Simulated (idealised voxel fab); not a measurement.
The process module presented herein is designated voxel capacitor over wiring.
Xsec cut, 275 nm wide, square cell size 5 nm.
When this document writes out a cross-section, it uses a grid of square cells and lists it as bands, beginning at the top and moving down, with a band standing for one or more rows of cells.
A band entry consists of two parts. The first gives the height of the band's top and the height of its bottom, in nm. The rest lists the band's materials from left to right, each with its width in nm. A single material labelled with the word "full width" fills the band from edge to edge, and the word "empty" marks empty space.
Heads up on the height convention: 0 is the point under which the incoming wafer is all one material, and the lowest band has no bottom, it just keeps going down, like "0..down".
The width entry "30->40" should be interpreted row by row: the top row of cells in the band takes the first number, the bottom row takes the second number, and the change between adjacent rows is uniform throughout.
The cross-section has no changed cell in any step marked "nothing changed".
In the "Enclosed void listing" entry, you get each enclosed empty space of 8 cells or more, one with no open way to the top, written width x height at distance, distance from the left edge, in nm.
Heads up: the bit after the settings on a step's line is the simulator's remark on that step.
A step's line can hold "overlay nm"; with a mask on that step, the setting says how far right of the planned place the mask lay, while a negative setting says it lay to the left.

Here's what the planned process steps look like:
- 1: RECEIVE with material Si
- 2: CONFORMAL_DEP with material SiO2, thk nm 15
- 3: CONFORMAL_DEP with material SiN, thk nm 5
- 4: DIRECTIONAL_DEP with material SiO2, thk nm 20
- 5: MASKED_ETCH with tone open, mask id METAL_1, width nm 20, pitch nm 70, etch materials SiO2, depth nm 20, overlay nm 0
- 6: MASKED_ETCH with tone open, mask id METAL_1, width nm 20, pitch nm 70, etch materials SiN, depth nm 5, overlay nm 0
- 7: CONFORMAL_DEP with material TiN, thk nm 5
- 8: FILL_DEP with material W, thk nm 5
- 9: CMP with height nm 40
- 10: CONFORMAL_DEP with material SiCN, thk nm 5
- 11: DIRECTIONAL_DEP with material lowk, thk nm 10
- 12: PATTERN with tone open, mask id PLUG_1, material resist, width nm 15, thk nm 15, overlay nm 0
- 13: DIRECTIONAL_ETCH with etch materials lowk, depth nm 10
- 14: DIRECTIONAL_ETCH with etch materials SiCN, depth nm 5
- 15: STRIP with etch materials resist
- 16: CONFORMAL_DEP with material TiN, thk nm 5
- 17: FILL_DEP with material Cu, thk nm 10
- 18: CMP with height nm 55
- 19: DIRECTIONAL_DEP with material TiN, thk nm 10
- 20: DIRECTIONAL_DEP with material SiN, thk nm 5
- 21: DIRECTIONAL_DEP with material TiN, thk nm 10
- 22: MASKED_ETCH with tone cover, mask id UPPER_PLATE, width nm 55, etch materials TiN, depth nm 10, overlay nm 0
- 23: MASKED_ETCH with tone cover, mask id UPPER_PLATE, width nm 55, etch materials SiN, depth nm 5, overlay nm 0
- 24: MASKED_ETCH with tone cover, mask id LOWER_PLATE, width nm 65, etch materials TiN, depth nm 10, overlay nm 0
- 25: FILL_DEP with material SiO2, thk nm 15
- 26: CMP with height nm 90
- 27: MASKED_ETCH with tone open, mask id PLUG_2, width nm 15, etch materials SiO2, depth nm 10, overlay nm 0
- 28: CONFORMAL_DEP with material TiN, thk nm 5
- 29: FILL_DEP with material W, thk nm 10
- 30: CMP with height nm 90
- 31: CONFORMAL_DEP with material SiN, thk nm 5

As-received state of the wafer in cross-section, equivalent to post-step 1:
- 0..down = Si full width
- Enclosed void listing: none

Starting wafer: above. Plan: above. Run: one mistake. Cross-section after the module: below:
- 95..90 = SiN full width
- 90..85 = 105 of SiO2 | 5 of TiN | 5 of W | 5 of TiN | 155 of SiO2
- 85..80 = 105 of SiO2 | 15 of TiN | 155 of SiO2
- 80..70 = 95 of SiO2 | 55 of TiN | 125 of SiO2
- 70..65 = 95 of SiO2 | 55 of SiN | 125 of SiO2
- 65..55 = 90 of SiO2 | 65 of TiN | 120 of SiO2
- 55..45 = 90 of lowk | 5 of TiN | 5 of Cu | 5 of TiN | 170 of lowk
- 45..40 = 90 of SiCN | 15 of TiN | 170 of SiCN
- 40..20 = 90 of SiO2 | 5 of TiN | 10 of W | 5 of TiN | 50 of SiO2 | 5 of TiN | 10 of W | 5 of TiN | 95 of SiO2
- 20..15 = 90 of SiN | 20 of TiN | 50 of SiN | 20 of TiN | 95 of SiN
- 15..0 = SiO2 full width
- 0..down = Si full width
- Enclosed void listing: none
It is concluded that the wafer was processed incorrectly with respect to the plan, in that step 12 changed vs plan, executed as PATTERN with tone open, mask id PLUG_1, material resist, width nm 15, thk nm 15, overlay nm -5
